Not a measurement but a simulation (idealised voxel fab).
A process module follows: voxel capacitor over wiring.
For reference, the cross-section in this document is cut, with width 235 nm and square cells of 5 nm.
Think of the cross-section as a grid of square cells. We describe it in bands, top to bottom, and each band covers one or more rows of those cells.
Read a band's entry like this: the first values are the height of its top and the height of its bottom in nm, and what follows is the sequence of materials from left to right, each with its width in nm. Note that "air" is empty space, and that a single material marked "all across" reaches across the band from edge to edge.
Heights are expressed relative to 0, this being the level below which the as-received wafer comprises one material exclusively. The lowest band is unbounded in the downward direction and is denoted as in "0 down".
Think of "30..40" as a width that walks from the first number to the second as you go down the band, top row to bottom row, taking equal-sized steps from row to row.
Reading "left unchanged" for a step: not a cell of the cross-section changed in it.
This entry, "Closed empty spaces", enumerates those empty regions of no fewer than 8 cells that possess no open connection to the top. Each region is reported in the form width x height at distance, the distance being taken from the left edge, with all three quantities expressed in nm.
On each step's line, the part that comes after the settings is the simulator's own comment on the step.
overlay nm: on a step with a mask, how far right of its planned place the mask lay; negative means left.

Steps in the process plan
1 RECEIVE with material Si
2 CONFORMAL_DEP with material SiO2, thk nm 10
3 DIRECTIONAL_DEP with material TiN, thk nm 5
4 DIRECTIONAL_DEP with material Ru, thk nm 25
5 MASKED_ETCH with tone cover, mask id METAL_1, width nm 30, pitch nm 95, etch materials Ru, depth nm 25, overlay nm 0
6 MASKED_ETCH with tone cover, mask id METAL_1, width nm 30, pitch nm 95, etch materials TiN, depth nm 5, overlay nm 0
7 CONFORMAL_DEP with material SiCN, thk nm 5
8 FILL_DEP with material SiO2, thk nm 5
9 CMP with height nm 40
10 CONFORMAL_DEP with material SiCN, thk nm 5
11 DIRECTIONAL_DEP with material SiO2, thk nm 20
12 PATTERN with tone open, mask id PLUG_1, material resist, width nm 15, thk nm 20, overlay nm 0
13 DIRECTIONAL_ETCH with etch materials SiO2, depth nm 20
14 DIRECTIONAL_ETCH with etch materials SiCN, depth nm 5
15 STRIP with etch materials resist
16 CONFORMAL_DEP with material TiN, thk nm 5
17 FILL_DEP with material W, thk nm 10
18 CMP with height nm 65
19 DIRECTIONAL_DEP with material TiN, thk nm 10
20 DIRECTIONAL_DEP with material Al2O3, thk nm 5
21 DIRECTIONAL_DEP with material TiN, thk nm 10
22 MASKED_ETCH with tone cover, mask id UPPER_PLATE, width nm 70, etch materials TiN, depth nm 10, overlay nm 0
23 MASKED_ETCH with tone cover, mask id UPPER_PLATE, width nm 70, etch materials Al2O3, depth nm 5, overlay nm 0
24 MASKED_ETCH with tone cover, mask id LOWER_PLATE, width nm 80, etch materials TiN, depth nm 10, overlay nm 0
25 FILL_DEP with material SiO2, thk nm 20
26 CMP with height nm 105
27 DIRECTIONAL_DEP with material aC, thk nm 10
28 PATTERN with tone open, mask id PLUG_2, material resist, width nm 15, thk nm 30, overlay nm 0
29 DIRECTIONAL_ETCH with etch materials aC, depth nm 10
30 STRIP with etch materials resist
31 DIRECTIONAL_ETCH with etch materials SiO2, depth nm 15
32 STRIP with etch materials aC
33 CONFORMAL_DEP with material TiN, thk nm 5
34 FILL_DEP with material Ru, thk nm 5
35 CMP with height nm 105
36 CONFORMAL_DEP with material SiCN, thk nm 5

As-received wafer cross-section (after step 1)
    0 down  Si all across
    Closed empty spaces: none

End-of-module XS, first of two wafers, run as planned
    110 to 105  SiCN all across
    105 to 95  80 of SiO2, then 5 of TiN, then 5 of Ru, then 5 of TiN, then 140 of SiO2
    95 to 90  80 of SiO2, then 15 of TiN, then 140 of SiO2
    90 to 80  70 of SiO2, then 70 of TiN, then 95 of SiO2
    80 to 75  70 of SiO2, then 70 of Al2O3, then 95 of SiO2
    75 to 65  65 of SiO2, then 80 of TiN, then 90 of SiO2
    65 to 45  70 of SiO2, then 5 of TiN, then 5 of W, then 5 of TiN, then 150 of SiO2
    45 to 40  70 of SiCN, then 15 of TiN, then 150 of SiCN
    40 to 15  50 of SiO2, then 5 of SiCN, then 30 of Ru, then 5 of SiCN, then 55 of SiO2, then 5 of SiCN, then 30 of Ru, then 5 of SiCN, then 50 of SiO2
    15 to 10  55 of SiCN, then 30 of TiN, then 65 of SiCN, then 30 of TiN, then 55 of SiCN
    10 to 0  SiO2 all across
    0 down  Si all across
    Closed empty spaces: none

Module end: cross-section of wafer two of two. Same start and process plan as the first wafer. One mistake during execution
    110 to 105  SiCN all across
    105 to 95  80 of SiO2, then 5 of TiN, then 5 of Ru, then 5 of TiN, then 140 of SiO2
    95 to 90  80 of SiO2, then 15 of TiN, then 140 of SiO2
    90 to 80  70 of SiO2, then 70 of TiN, then 95 of SiO2
    80 to 75  70 of SiO2, then 70 of Al2O3, then 95 of SiO2
    75 to 65  65 of SiO2, then 80 of TiN, then 90 of SiO2
    65 to 45  70 of SiO2, then 5 of TiN, then 5 of W, then 5 of TiN, then 150 of SiO2
    45 to 40  70 of SiCN, then 15 of TiN, then 150 of SiCN
    40 to 20  55 of Ru, then 5 of SiCN, then 20 of SiO2, then 5 of SiCN, then 65 of Ru, then 5 of SiCN, then 20 of SiO2, then 5 of SiCN, then 55 of Ru
    20 to 15  55 of Ru, then 30 of SiCN, then 65 of Ru, then 30 of SiCN, then 55 of Ru
    15 to 10  TiN all across
    10 to 0  SiO2 all across
    0 down  Si all across
    Closed empty spaces: none
Finding, execution versus plan: step 5 deviated from plan and actually ran as MASKED_ETCH with tone open, mask id METAL_1, width nm 30, pitch nm 95, etch materials Ru, depth nm 25, overlay nm 0
End of process, cell counts, second wafer against first, materials with more or fewer: Ru +115 | SiCN -27 | SiO2 -123 | TiN +35
